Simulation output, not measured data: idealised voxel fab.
The following process module bears the name voxel gate over fins.
cross-section cut | 255 nm wide | cells 5 nm
Cross-section layout: square cells on a grid; listed as bands, top to bottom; a band spans one or more cell rows.
Read a band's entry like this: the first values are the height of its top and the height of its bottom in nm, and what follows is the sequence of materials from left to right, each with its width in nm. Note that "blank" is empty space, and that a single material marked "edge to edge" reaches across the band from edge to edge.
Where do heights start? At 0: under that level the wafer as delivered is made of one material only. And the lowest band has no floor; it just carries on downward, as in "top 0, no bottom".
When a width is written as two numbers, as in "30->40", the first number is the width in the top row of cells of the band and the second is the width in its bottom row, and the width changes by the same amount from each row to the next.
"everything unchanged" for a step: no cell of the cross-section changed in that step.
"Tabulated closed voids": sealed empty spaces, 8 cells or more, no open way to top, listed width x height at distance, with distance from the left edge and width, height and distance in nm.
Whatever follows a step's settings on its line is a remark the simulator itself makes about that step.
overlay nm: step with mask; distance mask lay right of planned place; negative value = left of planned place.
Process steps - plan
1) RECEIVE,material Si
2) CONFORMAL_DEP,material SiN,thk nm 10
3) MASKED_ETCH,tone cover,mask id FINS,width nm 15,pitch nm 45,etch materials SiN,depth nm 10,overlay nm 0
4) MASKED_ETCH,tone cover,mask id FINS,width nm 15,pitch nm 45,etch materials Si,depth nm 30,overlay nm 0
5) OXIDIZE,depth nm 5
6) FILL_DEP,material SiO2,thk nm 10
7) CMP,height nm 10
8) SELECTIVE_ETCH,etch materials SiO2,depth nm 25
9) STRIP,etch materials SiN
10) CONFORMAL_DEP,material HfO2,thk nm 5
11) CONFORMAL_DEP,material TiN,thk nm 5
12) FILL_DEP,material W,thk nm 15
13) CMP,height nm 20
14) CONFORMAL_DEP,material SiN,thk nm 10
Account of the first of two wafers, which was processed as intended
As received (post step 1): cross-section
    top 0, no bottom  Si edge to edge
    Tabulated closed voids: none
After step 2
    top 10, bottom 0  SiN edge to edge
    Nothing below the height 0 has changed.
After step 3
    top 10, bottom 0  blank=95 / SiN=15 / blank=30 / SiN=15 / blank=100
    Nothing below the height 0 has changed.
After step 4
    top 10, bottom 0  blank=95 / SiN=15 / blank=30 / SiN=15 / blank=100
    top 0, bottom -30  blank=95 / Si=15 / blank=30 / Si=15 / blank=100
    Nothing below the height -30 has changed.
After step 5
    top 10, bottom 0  blank=95 / SiN=15 / blank=30 / SiN=15 / blank=100
    top 0, bottom -30  blank=95 / SiO2=5 / Si=5 / SiO2=5 / blank=30 / SiO2=5 / Si=5 / SiO2=5 / blank=100
    top -30, bottom -35  SiO2=100 / Si=5 / SiO2=40 / Si=5 / SiO2=105
    Nothing below the height -35 has changed.
After step 6
    top 20, bottom 10  SiO2 edge to edge
    top 10, bottom 0  SiO2=95 / SiN=15 / SiO2=30 / SiN=15 / SiO2=100
    top 0, bottom -35  SiO2=100 / Si=5 / SiO2=40 / Si=5 / SiO2=105
    Nothing below the height -35 has changed.
After step 7
    top 10, bottom 0  SiO2=95 / SiN=15 / SiO2=30 / SiN=15 / SiO2=100
    Nothing below the height 0 has changed.
After step 8
    top 10, bottom 0  blank=95 / SiN=15 / blank=30 / SiN=15 / blank=100
    top 0, bottom -15  blank=100 / Si=5 / blank=40 / Si=5 / blank=105
    Nothing below the height -15 has changed.
After step 9
    top 0, bottom -15  blank=100 / Si=5 / blank=40 / Si=5 / blank=105
    Nothing below the height -15 has changed.
After step 10
    top 5, bottom 0  blank=95 / HfO2=15 / blank=30 / HfO2=15 / blank=100
    top 0, bottom -10  blank=95 / HfO2=5 / Si=5 / HfO2=5 / blank=30 / HfO2=5 / Si=5 / HfO2=5 / blank=100
    top -10, bottom -15  HfO2=100 / Si=5 / HfO2=40 / Si=5 / HfO2=105
    Nothing below the height -15 has changed.
After step 11
    top 10, bottom 5  blank=90 / TiN=25 / blank=20 / TiN=25 / blank=95
    top 5, bottom 0  blank=90 / TiN=5 / HfO2=15 / TiN=5 / blank=20 / TiN=5 / HfO2=15 / TiN=5 / blank=95
    top 0, bottom -5  blank=90 / TiN=5 / HfO2=5 / Si=5 / HfO2=5 / TiN=5 / blank=20 / TiN=5 / HfO2=5 / Si=5 / HfO2=5 / TiN=5 / blank=95
    top -5, bottom -10  TiN=95 / HfO2=5 / Si=5 / HfO2=5 / TiN=30 / HfO2=5 / Si=5 / HfO2=5 / TiN=100
    Nothing below the height -10 has changed.
After step 12
    top 25, bottom 10  W edge to edge
    top 10, bottom 5  W=90 / TiN=25 / W=20 / TiN=25 / W=95
    top 5, bottom 0  W=90 / TiN=5 / HfO2=15 / TiN=5 / W=20 / TiN=5 / HfO2=15 / TiN=5 / W=95
    top 0, bottom -5  W=90 / TiN=5 / HfO2=5 / Si=5 / HfO2=5 / TiN=5 / W=20 / TiN=5 / HfO2=5 / Si=5 / HfO2=5 / TiN=5 / W=95
    Nothing below the height -5 has changed.
After step 13
    top 20, bottom 10  W edge to edge
    Nothing below the height 10 has changed.
After step 14
    top 30, bottom 20  SiN edge to edge
    Nothing below the height 20 has changed.
Second wafer, same starting conditions and recipe as the first, one mistake in executing it, nothing differs from the first up to and including step 2
Second wafer shown in cross-section at the time step 3 was slated to end
    top 10, bottom 0  blank=90 / SiN=25 / blank=20 / SiN=25 / blank=95
    Nothing below the height 0 has changed.
Second wafer shown in cross-section at the time step 4 was slated to end
    top 10, bottom 0  blank=90 / SiN=25 / blank=20 / SiN=25 / blank=95
    top 0, bottom -30  blank=90 / Si=25 / blank=20 / Si=25 / blank=95
    Nothing below the height -30 has changed.
Second wafer shown in cross-section at the time step 5 was slated to end
    top 10, bottom 0  blank=90 / SiN=25 / blank=20 / SiN=25 / blank=95
    top 0, bottom -30  blank=90 / SiO2=5 / Si=15 / SiO2=5 / blank=20 / SiO2=5 / Si=15 / SiO2=5 / blank=95
    top -30, bottom -35  SiO2=95 / Si=15 / SiO2=30 / Si=15 / SiO2=100
    Nothing below the height -35 has changed.
Second wafer shown in cross-section at the time step 6 was slated to end
    top 20, bottom 10  SiO2 edge to edge
    top 10, bottom 0  SiO2=90 / SiN=25 / SiO2=20 / SiN=25 / SiO2=95
    top 0, bottom -35  SiO2=95 / Si=15 / SiO2=30 / Si=15 / SiO2=100
    Nothing below the height -35 has changed.
Second wafer shown in cross-section at the time step 7 was slated to end
    top 10, bottom 0  SiO2=90 / SiN=25 / SiO2=20 / SiN=25 / SiO2=95
    Nothing below the height 0 has changed.
Second wafer shown in cross-section at the time step 8 was slated to end
    top 10, bottom 0  blank=90 / SiN=25 / blank=20 / SiN=25 / blank=95
    top 0, bottom -15  blank=95 / Si=15 / blank=30 / Si=15 / blank=100
    Nothing below the height -15 has changed.
Second wafer shown in cross-section at the time step 9 was slated to end
    top 0, bottom -15  blank=95 / Si=15 / blank=30 / Si=15 / blank=100
    Nothing below the height -15 has changed.
Second wafer shown in cross-section at the time step 10 was slated to end
    top 5, bottom 0  blank=90 / HfO2=25 / blank=20 / HfO2=25 / blank=95
    top 0, bottom -10  blank=90 / HfO2=5 / Si=15 / HfO2=5 / blank=20 / HfO2=5 / Si=15 / HfO2=5 / blank=95
    top -10, bottom -15  HfO2=95 / Si=15 / HfO2=30 / Si=15 / HfO2=100
    Nothing below the height -15 has changed.
Second wafer shown in cross-section at the time step 11 was slated to end
    top 10, bottom 5  blank=85 / TiN=35 / blank=10 / TiN=35 / blank=90
    top 5, bottom 0  blank=85 / TiN=5 / HfO2=25 / TiN=5 / blank=10 / TiN=5 / HfO2=25 / TiN=5 / blank=90
    top 0, bottom -5  blank=85 / TiN=5 / HfO2=5 / Si=15 / HfO2=5 / TiN=5 / blank=10 / TiN=5 / HfO2=5 / Si=15 / HfO2=5 / TiN=5 / blank=90
    top -5, bottom -10  TiN=90 / HfO2=5 / Si=15 / HfO2=5 / TiN=20 / HfO2=5 / Si=15 / HfO2=5 / TiN=95
    Nothing below the height -10 has changed.
Second wafer shown in cross-section at the time step 12 was slated to end
    top 25, bottom 10  W edge to edge
    top 10, bottom 5  W=85 / TiN=35 / W=10 / TiN=35 / W=90
    top 5, bottom 0  W=85 / TiN=5 / HfO2=25 / TiN=5 / W=10 / TiN=5 / HfO2=25 / TiN=5 / W=90
    top 0, bottom -5  W=85 / TiN=5 / HfO2=5 / Si=15 / HfO2=5 / TiN=5 / W=10 / TiN=5 / HfO2=5 / Si=15 / HfO2=5 / TiN=5 / W=90
    Nothing below the height -5 has changed.
Second wafer shown in cross-section at the time step 13 was slated to end
    top 20, bottom 10  W edge to edge
    Nothing below the height 10 has changed.
Second wafer shown in cross-section at the time step 14 was slated to end
    top 30, bottom 20  SiN edge to edge
    Nothing below the height 20 has changed.
Where did the run depart from the plan? step 3 did not happen as planned, as run it was MASKED_ETCH,tone cover,mask id FINS,width nm 25,pitch nm 45,etch materials SiN,depth nm 10,overlay nm 0
Count the cells at the end and the second wafer has more or fewer of some materials than the first: Si +28, SiO2 -16, W -12
